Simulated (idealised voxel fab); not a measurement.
Documented hereafter: the process module known as voxel ribs on slabs.
250 nm wide, 5 nm square cells: that's cross-section cut.
Cross-section, as written here: a square-cell grid given band by band from the top down, where a band holds one or more rows of cells.
The entry gives the band's vertical extent as a top height and a bottom height in nm, then its horizontal make-up as materials from left to right, each with a width in nm. "air" stands for empty space; a single material marked "full width" fills the band edge to edge.
Heights are measured from 0, the level below which the as-received wafer is all one material; the lowest band has no bottom and continues downward, written as in "z 0 and below".
The notation "30->40" denotes a width that varies across the rows of cells in the band, beginning at the first number in the top row, finishing at the second number in the bottom row, and changing by an identical amount from each row to the next.
Key: "nothing altered" - step with no changed cell in the cross-section.
Each empty space that has no open way to the top and spans at least 8 cells appears under "Enclosed cavities" as width x height at distance, the distance counted from the left edge, all in nm.
If you see something after the settings on a step's line, that's the simulator's own remark about that step.
On any step carrying a mask, the "overlay nm" setting, if present on the step's line, tells how far right of its planned place the mask lay; negative values point to the left.
## Set out below are the planned steps of the process
1: RECEIVE [material Si]
2: DIRECTIONAL_DEP [material SiO2] [thk nm 20]
3: DIRECTIONAL_DEP [material SiN] [thk nm 20]
4: PATTERN [tone cover] [mask id RIB] [material resist] [width nm 25] [thk nm 20] [overlay nm -15]
5: DIRECTIONAL_ETCH [etch materials SiN] [depth nm 10]
6: STRIP [etch materials resist]
7: PATTERN [tone cover] [mask id SLAB] [material resist] [width nm 55] [thk nm 15] [overlay nm 0]
8: DIRECTIONAL_ETCH [etch materials SiN] [depth nm 10]
9: STRIP [etch materials resist]
10: FILL_DEP [material SiO2] [thk nm 15]
11: CMP [height nm 50]
12: DIRECTIONAL_DEP [material TiN] [thk nm 10]
13: MASKED_ETCH [tone cover] [mask id HEATER] [width nm 35] [etch materials TiN] [depth nm 10] [overlay nm 0]
14: CONFORMAL_DEP [material SiN] [thk nm 10]
Be aware that, although all wafers share a common starting state, the overlay nm at step 4 differs among them, and the plan displays the first wafer's value.
## Cross-section: the first of several wafers in its as-received state, i.e. following step 1
    z 0 and below: Si full width
    Enclosed cavities: none
## Cross-section, first of several wafers, end of module, after last step 14
    z 70 to 60: 95 nm air, then 55 nm SiN, then 100 nm air
    z 60 to 50: 105 nm SiN, then 35 nm TiN, then 110 nm SiN
    z 50 to 40: SiO2 full width
    z 40 to 30: 95 nm SiO2, then 25 nm SiN, then 130 nm SiO2
    z 30 to 20: 95 nm SiO2, then 55 nm SiN, then 100 nm SiO2
    z 20 to 0: SiO2 full width
    z 0 and below: Si full width
    Enclosed cavities: none
## Cross-section, last wafer, module completion
    z 70 to 60: 95 nm air, then 55 nm SiN, then 100 nm air
    z 60 to 50: 105 nm SiN, then 35 nm TiN, then 110 nm SiN
    z 50 to 40: SiO2 full width
    z 40 to 30: 125 nm SiO2, then 25 nm SiN, then 100 nm SiO2
    z 30 to 20: 95 nm SiO2, then 55 nm SiN, then 100 nm SiO2
    z 20 to 0: SiO2 full width
    z 0 and below: Si full width
    Enclosed cavities: none
## Per wafer (row), end of module: delta in cells per material since receipt, (+) for gained, (-) for lost; closed voids after that
overlay nm -15; +140 SiN; +468 SiO2; +14 TiN; Enclosed cavities: none
overlay nm -10; +140 SiN; +468 SiO2; +14 TiN; Enclosed cavities: none
overlay nm -5; +140 SiN; +468 SiO2; +14 TiN; Enclosed cavities: none
overlay nm 0; +140 SiN; +468 SiO2; +14 TiN; Enclosed cavities: none
overlay nm 5; +140 SiN; +468 SiO2; +14 TiN; Enclosed cavities: none
overlay nm 10; +140 SiN; +468 SiO2; +14 TiN; Enclosed cavities: none
overlay nm 15; +140 SiN; +468 SiO2; +14 TiN; Enclosed cavities: none
